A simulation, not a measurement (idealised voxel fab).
The process module presented herein is designated voxel gate over fins.
205 nm wide, 5 nm square cells: that's cross-section cut.
In what follows, cross-sections appear as grids of square cells, described through bands that run from the top down, where every band is one or more rows of cells. Basically the band line says how high the top is and how high the bottom is, in nm, and then what's in it from left to right, every material with its width in nm. Empty space shows up as "empty", and if a single material carries "all across" it runs the full band edge to edge. We count height from 0. Below that, the starting wafer is all one material. The lowest band never ends at the bottom but goes on down; see "0 nm and below" for how that is written. A width given as "30 to 40" starts at the first number in the band's top row and ends at the second number in its bottom row, shifting by an equal amount at every step from row to row. "no modification" (step): cross-section cells unchanged, all of them. Each empty space that has no open way to the top and spans at least 8 cells appears under "Closed void table" as width x height at distance, the distance counted from the left edge, all in nm. Heads up: the bit after the settings on a step's line is the simulator's remark on that step. What "overlay nm" on a step's line means: if the step has a mask, that mask lay this far to the right of its planned place, or, when the value is negative, to the left.
This section lists the process steps that were planned
1. RECEIVE (material Si)
2. CONFORMAL_DEP (material SiN; thk nm 5)
3. MASKED_ETCH (tone cover; mask id FINS; width nm 15; pitch nm 55; etch materials SiN; depth nm 5; overlay nm 0)
4. MASKED_ETCH (tone cover; mask id FINS; width nm 15; pitch nm 55; etch materials Si; depth nm 35; overlay nm 0)
5. OXIDIZE (depth nm 5)
6. FILL_DEP (material SiO2; thk nm 10)
7. CMP (height nm 5)
8. DIRECTIONAL_DEP (material aC; thk nm 15)
9. PATTERN (tone open; mask id RAIL; material resist; width nm 15; thk nm 35; overlay nm 0)
10. DIRECTIONAL_ETCH (etch materials aC; depth nm 15)
11. STRIP (etch materials resist)
12. DIRECTIONAL_ETCH (etch materials SiO2; depth nm 35)
13. STRIP (etch materials aC)
14. CONFORMAL_DEP (material TiN; thk nm 5)
15. FILL_DEP (material Ru; thk nm 5)
16. CMP (height nm 5)
17. SELECTIVE_ETCH (etch materials W Ru TiN; depth nm 30)
18. FILL_DEP (material SiO2; thk nm 5)
19. CMP (height nm 5)
20. SELECTIVE_ETCH (etch materials SiO2; depth nm 20)
21. STRIP (etch materials SiN)
22. CONFORMAL_DEP (material HfO2; thk nm 5)
23. CONFORMAL_DEP (material TiN; thk nm 5)
24. FILL_DEP (material W; thk nm 15)
25. CMP (height nm 20)
26. CONFORMAL_DEP (material SiCN; thk nm 5)
First wafer, as planned
Cross-section of the wafer upon arrival, representing the state reached after step 1
	0 nm and below = Si all across
	Closed void table: none
Wafer xsec, post step 2
	5 nm to 0 nm = SiN all across
	Lower than 0, everything is as it was.
Wafer xsec, post step 3
	5 nm to 0 nm = empty 40 nm, SiN 15 nm, empty 40 nm, SiN 15 nm, empty 40 nm, SiN 15 nm, empty 40 nm
	Lower than 0, everything is as it was.
Wafer xsec, post step 4
	5 nm to 0 nm = empty 40 nm, SiN 15 nm, empty 40 nm, SiN 15 nm, empty 40 nm, SiN 15 nm, empty 40 nm
	0 nm to -35 nm = empty 40 nm, Si 15 nm, empty 40 nm, Si 15 nm, empty 40 nm, Si 15 nm, empty 40 nm
	Lower than -35, everything is as it was.
Wafer xsec, post step 5
	5 nm to 0 nm = empty 40 nm, SiN 15 nm, empty 40 nm, SiN 15 nm, empty 40 nm, SiN 15 nm, empty 40 nm
	0 nm to -35 nm = empty 40 nm, SiO2 5 nm, Si 5 nm, SiO2 5 nm, empty 40 nm, SiO2 5 nm, Si 5 nm, SiO2 5 nm, empty 40 nm, SiO2 5 nm, Si 5 nm, SiO2 5 nm, empty 40 nm
	-35 nm to -40 nm = SiO2 45 nm, Si 5 nm, SiO2 50 nm, Si 5 nm, SiO2 50 nm, Si 5 nm, SiO2 45 nm
	Lower than -40, everything is as it was.
Wafer xsec, post step 6
	15 nm to 5 nm = SiO2 all across
	5 nm to 0 nm = SiO2 40 nm, SiN 15 nm, SiO2 40 nm, SiN 15 nm, SiO2 40 nm, SiN 15 nm, SiO2 40 nm
	0 nm to -40 nm = SiO2 45 nm, Si 5 nm, SiO2 50 nm, Si 5 nm, SiO2 50 nm, Si 5 nm, SiO2 45 nm
	Lower than -40, everything is as it was.
Wafer xsec, post step 7
	5 nm to 0 nm = SiO2 40 nm, SiN 15 nm, SiO2 40 nm, SiN 15 nm, SiO2 40 nm, SiN 15 nm, SiO2 40 nm
	Lower than 0, everything is as it was.
Wafer xsec, post step 8
	20 nm to 5 nm = aC all across
	Lower than 5, everything is as it was.
Wafer xsec, post step 9
	55 nm to 20 nm = resist 65 nm, empty 15 nm, resist 125 nm
	Lower than 20, everything is as it was.
Wafer xsec, post step 10
	40 nm to 20 nm = resist 65 nm, empty 15 nm, resist 125 nm
	20 nm to 5 nm = aC 65 nm, empty 15 nm, aC 125 nm
	Lower than 5, everything is as it was.
Wafer xsec, post step 11
	20 nm to 5 nm = aC 65 nm, empty 15 nm, aC 125 nm
	Lower than 5, everything is as it was.
Wafer xsec, post step 12
	20 nm to 5 nm = aC 65 nm, empty 15 nm, aC 125 nm
	5 nm to 0 nm = SiO2 40 nm, SiN 15 nm, SiO2 10 nm, empty 15 nm, SiO2 15 nm, SiN 15 nm, SiO2 40 nm, SiN 15 nm, SiO2 40 nm
	0 nm to -30 nm = SiO2 45 nm, Si 5 nm, SiO2 15 nm, empty 15 nm, SiO2 20 nm, Si 5 nm, SiO2 50 nm, Si 5 nm, SiO2 45 nm
	Lower than -30, everything is as it was.
Wafer xsec, post step 13
	5 nm to 0 nm = SiO2 40 nm, SiN 15 nm, SiO2 10 nm, empty 15 nm, SiO2 15 nm, SiN 15 nm, SiO2 40 nm, SiN 15 nm, SiO2 40 nm
	Lower than 0, everything is as it was.
Wafer xsec, post step 14
	10 nm to 5 nm = TiN 70 nm, empty 5 nm, TiN 130 nm
	5 nm to 0 nm = SiO2 40 nm, SiN 15 nm, SiO2 10 nm, TiN 5 nm, empty 5 nm, TiN 5 nm, SiO2 15 nm, SiN 15 nm, SiO2 40 nm, SiN 15 nm, SiO2 40 nm
	0 nm to -25 nm = SiO2 45 nm, Si 5 nm, SiO2 15 nm, TiN 5 nm, empty 5 nm, TiN 5 nm, SiO2 20 nm, Si 5 nm, SiO2 50 nm, Si 5 nm, SiO2 45 nm
	-25 nm to -30 nm = SiO2 45 nm, Si 5 nm, SiO2 15 nm, TiN 15 nm, SiO2 20 nm, Si 5 nm, SiO2 50 nm, Si 5 nm, SiO2 45 nm
	Lower than -30, everything is as it was.
Wafer xsec, post step 15
	15 nm to 10 nm = Ru all across
	10 nm to 5 nm = TiN 70 nm, Ru 5 nm, TiN 130 nm
	5 nm to 0 nm = SiO2 40 nm, SiN 15 nm, SiO2 10 nm, TiN 5 nm, Ru 5 nm, TiN 5 nm, SiO2 15 nm, SiN 15 nm, SiO2 40 nm, SiN 15 nm, SiO2 40 nm
	0 nm to -25 nm = SiO2 45 nm, Si 5 nm, SiO2 15 nm, TiN 5 nm, Ru 5 nm, TiN 5 nm, SiO2 20 nm, Si 5 nm, SiO2 50 nm, Si 5 nm, SiO2 45 nm
	Lower than -25, everything is as it was.
Wafer xsec, post step 16
	5 nm to 0 nm = SiO2 40 nm, SiN 15 nm, SiO2 10 nm, TiN 5 nm, Ru 5 nm, TiN 5 nm, SiO2 15 nm, SiN 15 nm, SiO2 40 nm, SiN 15 nm, SiO2 40 nm
	Lower than 0, everything is as it was.
Wafer xsec, post step 17
	5 nm to 0 nm = SiO2 40 nm, SiN 15 nm, SiO2 10 nm, empty 15 nm, SiO2 15 nm, SiN 15 nm, SiO2 40 nm, SiN 15 nm, SiO2 40 nm
	0 nm to -25 nm = SiO2 45 nm, Si 5 nm, SiO2 15 nm, empty 15 nm, SiO2 20 nm, Si 5 nm, SiO2 50 nm, Si 5 nm, SiO2 45 nm
	Lower than -25, everything is as it was.
Wafer xsec, post step 18
	10 nm to 5 nm = SiO2 all across
	5 nm to 0 nm = SiO2 40 nm, SiN 15 nm, SiO2 40 nm, SiN 15 nm, SiO2 40 nm, SiN 15 nm, SiO2 40 nm
	0 nm to -25 nm = SiO2 45 nm, Si 5 nm, SiO2 50 nm, Si 5 nm, SiO2 50 nm, Si 5 nm, SiO2 45 nm
	Lower than -25, everything is as it was.
Wafer xsec, post step 19
	5 nm to 0 nm = SiO2 40 nm, SiN 15 nm, SiO2 40 nm, SiN 15 nm, SiO2 40 nm, SiN 15 nm, SiO2 40 nm
	Lower than 0, everything is as it was.
Wafer xsec, post step 20
	5 nm to 0 nm = empty 40 nm, SiN 15 nm, empty 40 nm, SiN 15 nm, empty 40 nm, SiN 15 nm, empty 40 nm
	0 nm to -15 nm = empty 45 nm, Si 5 nm, empty 50 nm, Si 5 nm, empty 50 nm, Si 5 nm, empty 45 nm
	Lower than -15, everything is as it was.
Wafer xsec, post step 21
	0 nm to -15 nm = empty 45 nm, Si 5 nm, empty 50 nm, Si 5 nm, empty 50 nm, Si 5 nm, empty 45 nm
	Lower than -15, everything is as it was.
Wafer xsec, post step 22
	5 nm to 0 nm = empty 40 nm, HfO2 15 nm, empty 40 nm, HfO2 15 nm, empty 40 nm, HfO2 15 nm, empty 40 nm
	0 nm to -10 nm = empty 40 nm, HfO2 5 nm, Si 5 nm, HfO2 5 nm, empty 40 nm, HfO2 5 nm, Si 5 nm, HfO2 5 nm, empty 40 nm, HfO2 5 nm, Si 5 nm, HfO2 5 nm, empty 40 nm
	-10 nm to -15 nm = HfO2 45 nm, Si 5 nm, HfO2 50 nm, Si 5 nm, HfO2 50 nm, Si 5 nm, HfO2 45 nm
	Lower than -15, everything is as it was.
Wafer xsec, post step 23
	10 nm to 5 nm = empty 35 nm, TiN 25 nm, empty 30 nm, TiN 25 nm, empty 30 nm, TiN 25 nm, empty 35 nm
	5 nm to 0 nm = empty 35 nm, TiN 5 nm, HfO2 15 nm, TiN 5 nm, empty 30 nm, TiN 5 nm, HfO2 15 nm, TiN 5 nm, empty 30 nm, TiN 5 nm, HfO2 15 nm, TiN 5 nm, empty 35 nm
	0 nm to -5 nm = empty 35 nm, TiN 5 nm, HfO2 5 nm, Si 5 nm, HfO2 5 nm, TiN 5 nm, empty 30 nm, TiN 5 nm, HfO2 5 nm, Si 5 nm, HfO2 5 nm, TiN 5 nm, empty 30 nm, TiN 5 nm, HfO2 5 nm, Si 5 nm, HfO2 5 nm, TiN 5 nm, empty 35 nm
	-5 nm to -10 nm = TiN 40 nm, HfO2 5 nm, Si 5 nm, HfO2 5 nm, TiN 40 nm, HfO2 5 nm, Si 5 nm, HfO2 5 nm, TiN 40 nm, HfO2 5 nm, Si 5 nm, HfO2 5 nm, TiN 40 nm
	Lower than -10, everything is as it was.
Wafer xsec, post step 24
	25 nm to 10 nm = W all across
	10 nm to 5 nm = W 35 nm, TiN 25 nm, W 30 nm, TiN 25 nm, W 30 nm, TiN 25 nm, W 35 nm
	5 nm to 0 nm = W 35 nm, TiN 5 nm, HfO2 15 nm, TiN 5 nm, W 30 nm, TiN 5 nm, HfO2 15 nm, TiN 5 nm, W 30 nm, TiN 5 nm, HfO2 15 nm, TiN 5 nm, W 35 nm
	0 nm to -5 nm = W 35 nm, TiN 5 nm, HfO2 5 nm, Si 5 nm, HfO2 5 nm, TiN 5 nm, W 30 nm, TiN 5 nm, HfO2 5 nm, Si 5 nm, HfO2 5 nm, TiN 5 nm, W 30 nm, TiN 5 nm, HfO2 5 nm, Si 5 nm, HfO2 5 nm, TiN 5 nm, W 35 nm
	Lower than -5, everything is as it was.
Wafer xsec, post step 25
	20 nm to 10 nm = W all across
	Lower than 10, everything is as it was.
Wafer xsec, post step 26
	25 nm to 20 nm = SiCN all across
	Lower than 20, everything is as it was.
Wafer two of the pair: same origin, same plan, one error during the run; identical to wafer one up to and including step 21
Second wafer, cross-section, planned end of step 22
	5 nm to 0 nm = empty 40 nm, TiN 15 nm, empty 40 nm, TiN 15 nm, empty 40 nm, TiN 15 nm, empty 40 nm
	0 nm to -10 nm = empty 40 nm, TiN 5 nm, Si 5 nm, TiN 5 nm, empty 40 nm, TiN 5 nm, Si 5 nm, TiN 5 nm, empty 40 nm, TiN 5 nm, Si 5 nm, TiN 5 nm, empty 40 nm
	-10 nm to -15 nm = TiN 45 nm, Si 5 nm, TiN 50 nm, Si 5 nm, TiN 50 nm, Si 5 nm, TiN 45 nm
	Lower than -15, everything is as it was.
Second wafer, cross-section, planned end of step 23
	10 nm to 5 nm = empty 35 nm, HfO2 25 nm, empty 30 nm, HfO2 25 nm, empty 30 nm, HfO2 25 nm, empty 35 nm
	5 nm to 0 nm = empty 35 nm, HfO2 5 nm, TiN 15 nm, HfO2 5 nm, empty 30 nm, HfO2 5 nm, TiN 15 nm, HfO2 5 nm, empty 30 nm, HfO2 5 nm, TiN 15 nm, HfO2 5 nm, empty 35 nm
	0 nm to -5 nm = empty 35 nm, HfO2 5 nm, TiN 5 nm, Si 5 nm, TiN 5 nm, HfO2 5 nm, empty 30 nm, HfO2 5 nm, TiN 5 nm, Si 5 nm, TiN 5 nm, HfO2 5 nm, empty 30 nm, HfO2 5 nm, TiN 5 nm, Si 5 nm, TiN 5 nm, HfO2 5 nm, empty 35 nm
	-5 nm to -10 nm = HfO2 40 nm, TiN 5 nm, Si 5 nm, TiN 5 nm, HfO2 40 nm, TiN 5 nm, Si 5 nm, TiN 5 nm, HfO2 40 nm, TiN 5 nm, Si 5 nm, TiN 5 nm, HfO2 40 nm
	Lower than -10, everything is as it was.
Second wafer, cross-section, planned end of step 24
	25 nm to 10 nm = W all across
	10 nm to 5 nm = W 35 nm, HfO2 25 nm, W 30 nm, HfO2 25 nm, W 30 nm, HfO2 25 nm, W 35 nm
	5 nm to 0 nm = W 35 nm, HfO2 5 nm, TiN 15 nm, HfO2 5 nm, W 30 nm, HfO2 5 nm, TiN 15 nm, HfO2 5 nm, W 30 nm, HfO2 5 nm, TiN 15 nm, HfO2 5 nm, W 35 nm
	0 nm to -5 nm = W 35 nm, HfO2 5 nm, TiN 5 nm, Si 5 nm, TiN 5 nm, HfO2 5 nm, W 30 nm, HfO2 5 nm, TiN 5 nm, Si 5 nm, TiN 5 nm, HfO2 5 nm, W 30 nm, HfO2 5 nm, TiN 5 nm, Si 5 nm, TiN 5 nm, HfO2 5 nm, W 35 nm
	Lower than -5, everything is as it was.
Second wafer, cross-section, planned end of step 25
	20 nm to 10 nm = W all across
	Lower than 10, everything is as it was.
Second wafer, cross-section, planned end of step 26
	25 nm to 20 nm = SiCN all across
	Lower than 20, everything is as it was.
Short version of what went wrong: the intended sequence of steps 22 and 23 was reversed during processing, with each occupying the position of the other
Final wafers compared: equal cell tally per material, rearranged layout.
